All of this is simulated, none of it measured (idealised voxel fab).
This section sets out a process module, namely voxel released beams.
Square cell edge 5 nm, section width 300 nm, ID cut.
Throughout this document, each cross-section is represented as a grid of square cells and is presented as a sequence of bands enumerated from the top downward, where a band comprises one or more rows of cells.
The band entry comprises the height of the band's top followed by the height of its bottom, expressed in nm, and subsequently the band's materials from left to right, each stated together with its width in nm. Where a single material is marked with the word "all across", that material fills the band from edge to edge. The word "blank" represents empty space.
Beneath 0, the wafer as received is one material, and that level is where height counting begins. The lowest band goes on downward without a bottom; it is written like "0 -> down".
So if you see something like "30->40" for the width, read it as the top row of the band sitting at the first number and the bottom row at the second, with every row in between moving by the same amount as the last.
No cell of the cross-section changed in a step that is given as "nothing was modified".
In the "Sealed void listing" entry, you get each enclosed empty space of 8 cells or more, one with no open way to the top, written width x height at distance, distance from the left edge, in nm.
after a step's settings: what the simulator itself notes on the step
You can add "overlay nm" to a step's line. For a step with a mask, it describes how far the mask lay to the right of its planned position, and a negative number describes a lay to the left.
# The following list gives the planned process steps
1: RECEIVE: material Si
2: CONFORMAL_DEP: material SiN, thk nm 5
3: DIRECTIONAL_DEP: material SiO2, thk nm 15
4: DIRECTIONAL_DEP: material aC, thk nm 5
5: PATTERN: tone open, mask id ANCHOR, material resist, width nm 30, thk nm 30, overlay nm 0
6: DIRECTIONAL_ETCH: etch materials aC, depth nm 10
7: STRIP: etch materials resist
8: DIRECTIONAL_ETCH: etch materials SiO2, depth nm 15
9: STRIP: etch materials aC
10: CONFORMAL_DEP: material polySi, thk nm 10
11: PATTERN: tone cover, mask id BEAM, material resist, width nm 105, thk nm 15, overlay nm 0
12: DIRECTIONAL_ETCH: etch materials polySi, depth nm 10
13: STRIP: etch materials resist
14: STRIP: etch materials SiO2
Wafers differ in thk nm at step 4; plan lists the first wafer's value; identical starting state.
# first wafer as received, after step 1
    0 -> down  Si all across
    Sealed void listing: none
# Cross-section of the first of several wafers once the module has run through its last step, step 14
    30 -> 20  blank (95), polySi (15), blank (10), polySi (80), blank (100)
    20 -> 15  blank (100), polySi (10), blank (10), polySi (10), blank (170)
    15 -> 5  blank (100), polySi (30), blank (170)
    5 -> 0  SiN all across
    0 -> down  Si all across
    Sealed void listing: none
# Module end, final wafer: cross-section
    5 -> 0  SiN all across
    0 -> down  Si all across
    Sealed void listing: none
# Where each wafer stands at the end of the module, a row apiece: cells of each material gained (+) or lost (-) since it was received, then closed voids
thk nm 5, +60 SiN, +54 polySi, Sealed void listing: none
thk nm 10, +60 SiN, +54 polySi, Sealed void listing: none
thk nm 15, +60 SiN, Sealed void listing: none
thk nm 20, +60 SiN, Sealed void listing: none
thk nm 25, +60 SiN, Sealed void listing: none
